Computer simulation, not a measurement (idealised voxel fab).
process module | voxel gate over fins
cross-section cut | 210 nm wide | cells 5 nm
A cross-section is a grid of square cells, given in bands from the top down. A band is one or more rows of cells.
Each band's line starts with the height of the band's top and of its bottom, in nm. Then come its materials from left to right, each with its width in nm. One material with "throughout" fills the band from edge to edge. "air" is empty space.
Height 0 is the level under which the wafer as received is all one material. The lowest band goes on downwards, as in "0 down".
A width such as "30 to 40" changes by the same amount from each row of cells to the next, from the band's top row to its bottom row.
"no change" after a step means that no cell of the cross-section changed.
closed voids: empty space of 8 cells or more with no open way to the top, each as width x height at its distance from the left edge, in nm
after a step's settings: what the simulator itself notes on the step
overlay nm, on a step with a mask: how far to the right of its planned place the mask lay; to the left if negative
plan
1 op RECEIVE | material Si
2 op CONFORMAL_DEP | material SiN | thk nm 5
3 op DIRECTIONAL_DEP | material aC | thk nm 10
4 op PATTERN | tone cover | mask id FINS | material resist | width nm 15 | pitch nm 40 | thk nm 30 | overlay nm 0
5 op DIRECTIONAL_ETCH | etch materials aC | depth nm 10
6 op STRIP | etch materials resist
7 op DIRECTIONAL_ETCH | etch materials SiN | depth nm 5
8 op DIRECTIONAL_ETCH | etch materials Si | depth nm 40
9 op STRIP | etch materials aC
10 op OXIDIZE | depth nm 5
11 op FILL_DEP | material SiO2 | thk nm 10
12 op CMP | height nm 5
13 op SELECTIVE_ETCH | etch materials SiO2 | depth nm 20
14 op STRIP | etch materials SiN
15 op CONFORMAL_DEP | material HfO2 | thk nm 5
16 op CONFORMAL_DEP | material TiN | thk nm 5
17 op CONFORMAL_DEP | material TiAl | thk nm 5
18 op CONFORMAL_DEP | material TiN | thk nm 5
19 op FILL_DEP | material W | thk nm 10
20 op CMP | height nm 25
21 op CONFORMAL_DEP | material SiN | thk nm 10
first wafer, as planned
as received, after step 1
  0 down: Si throughout
  closed voids: none
after step 2
  5 to 0: SiN throughout
  below 0: unchanged
after step 3
  15 to 5: aC throughout
  below 5: unchanged
after step 4
  45 to 15: air 75 | resist 15 | air 25 | resist 15 | air 80
  below 15: unchanged
after step 5
  35 to 15: air 75 | resist 15 | air 25 | resist 15 | air 80
  15 to 5: air 75 | aC 15 | air 25 | aC 15 | air 80
  below 5: unchanged
after step 6
  15 to 5: air 75 | aC 15 | air 25 | aC 15 | air 80
  below 5: unchanged
after step 7
  15 to 5: air 75 | aC 15 | air 25 | aC 15 | air 80
  5 to 0: air 75 | SiN 15 | air 25 | SiN 15 | air 80
  below 0: unchanged
after step 8
  15 to 5: air 75 | aC 15 | air 25 | aC 15 | air 80
  5 to 0: air 75 | SiN 15 | air 25 | SiN 15 | air 80
  0 to -40: air 75 | Si 15 | air 25 | Si 15 | air 80
  below -40: unchanged
after step 9
  5 to 0: air 75 | SiN 15 | air 25 | SiN 15 | air 80
  below 0: unchanged
after step 10
  5 to 0: air 75 | SiN 15 | air 25 | SiN 15 | air 80
  0 to -40: air 75 | SiO2 5 | Si 5 | SiO2 5 | air 25 | SiO2 5 | Si 5 | SiO2 5 | air 80
  -40 to -45: SiO2 80 | Si 5 | SiO2 35 | Si 5 | SiO2 85
  below -45: unchanged
after step 11
  15 to 5: SiO2 throughout
  5 to 0: SiO2 75 | SiN 15 | SiO2 25 | SiN 15 | SiO2 80
  0 to -45: SiO2 80 | Si 5 | SiO2 35 | Si 5 | SiO2 85
  below -45: unchanged
after step 12
  5 to 0: SiO2 75 | SiN 15 | SiO2 25 | SiN 15 | SiO2 80
  below 0: unchanged
after step 13
  5 to 0: air 75 | SiN 15 | air 25 | SiN 15 | air 80
  0 to -15: air 80 | Si 5 | air 35 | Si 5 | air 85
  below -15: unchanged
after step 14
  0 to -15: air 80 | Si 5 | air 35 | Si 5 | air 85
  below -15: unchanged
after step 15
  5 to 0: air 75 | HfO2 15 | air 25 | HfO2 15 | air 80
  0 to -10: air 75 | HfO2 5 | Si 5 | HfO2 5 | air 25 | HfO2 5 | Si 5 | HfO2 5 | air 80
  -10 to -15: HfO2 80 | Si 5 | HfO2 35 | Si 5 | HfO2 85
  below -15: unchanged
after step 16
  10 to 5: air 70 | TiN 25 | air 15 | TiN 25 | air 75
  5 to 0: air 70 | TiN 5 | HfO2 15 | TiN 5 | air 15 | TiN 5 | HfO2 15 | TiN 5 | air 75
  0 to -5: air 70 | TiN 5 | HfO2 5 | Si 5 | HfO2 5 | TiN 5 | air 15 | TiN 5 | HfO2 5 | Si 5 | HfO2 5 | TiN 5 | air 75
  -5 to -10: TiN 75 | HfO2 5 | Si 5 | HfO2 5 | TiN 25 | HfO2 5 | Si 5 | HfO2 5 | TiN 80
  below -10: unchanged
after step 17
  15 to 10: air 65 | TiAl 35 | air 5 | TiAl 35 | air 70
  10 to 5: air 65 | TiAl 5 | TiN 25 | TiAl 5 | air 5 | TiAl 5 | TiN 25 | TiAl 5 | air 70
  5 to 0: air 65 | TiAl 5 | TiN 5 | HfO2 15 | TiN 5 | TiAl 5 | air 5 | TiAl 5 | TiN 5 | HfO2 15 | TiN 5 | TiAl 5 | air 70
  0 to -5: TiAl 70 | TiN 5 | HfO2 5 | Si 5 | HfO2 5 | TiN 5 | TiAl 15 | TiN 5 | HfO2 5 | Si 5 | HfO2 5 | TiN 5 | TiAl 75
  below -5: unchanged
after step 18
  20 to 15: air 60 | TiN 85 | air 65
  15 to 10: air 60 | TiN 5 | TiAl 35 | TiN 5 | TiAl 35 | TiN 5 | air 65
  10 to 5: air 60 | TiN 5 | TiAl 5 | TiN 25 | TiAl 5 | TiN 5 | TiAl 5 | TiN 25 | TiAl 5 | TiN 5 | air 65
  5 to 0: TiN 65 | TiAl 5 | TiN 5 | HfO2 15 | TiN 5 | TiAl 5 | TiN 5 | TiAl 5 | TiN 5 | HfO2 15 | TiN 5 | TiAl 5 | TiN 70
  below 0: unchanged
after step 19
  30 to 20: W throughout
  20 to 15: W 60 | TiN 85 | W 65
  15 to 10: W 60 | TiN 5 | TiAl 35 | TiN 5 | TiAl 35 | TiN 5 | W 65
  10 to 5: W 60 | TiN 5 | TiAl 5 | TiN 25 | TiAl 5 | TiN 5 | TiAl 5 | TiN 25 | TiAl 5 | TiN 5 | W 65
  below 5: unchanged
after step 20
  25 to 20: W throughout
  below 20: unchanged
after step 21
  35 to 25: SiN throughout
  below 25: unchanged
second wafer: like start, like plan, one mistake. Through step 16 it matches the first wafer
when step 17 should have ended
  15 to 5: air 65 | TiN 35 | air 5 | TiN 35 | air 70
  5 to 0: air 65 | TiN 10 | HfO2 15 | TiN 10 | air 5 | TiN 10 | HfO2 15 | TiN 10 | air 70
  0 to -10: TiN 75 | HfO2 5 | Si 5 | HfO2 5 | TiN 25 | HfO2 5 | Si 5 | HfO2 5 | TiN 80
  below -10: unchanged
when step 18 should have ended
  20 to 15: air 60 | TiAl 85 | air 65
  15 to 5: air 60 | TiAl 5 | TiN 35 | TiAl 5 | TiN 35 | TiAl 5 | air 65
  5 to 0: TiAl 65 | TiN 10 | HfO2 15 | TiN 10 | TiAl 5 | TiN 10 | HfO2 15 | TiN 10 | TiAl 70
  below 0: unchanged
when step 19 should have ended
  30 to 20: W throughout
  20 to 15: W 60 | TiAl 85 | W 65
  15 to 5: W 60 | TiAl 5 | TiN 35 | TiAl 5 | TiN 35 | TiAl 5 | W 65
  below 5: unchanged
when step 20 should have ended
  25 to 20: W throughout
  below 20: unchanged
when step 21 should have ended
  35 to 25: SiN throughout
  below 25: unchanged
what went wrong: steps 17 and 18 were swapped
at the end the second wafer has, in cells: 3 fewer of TiAl | 3 more of TiN
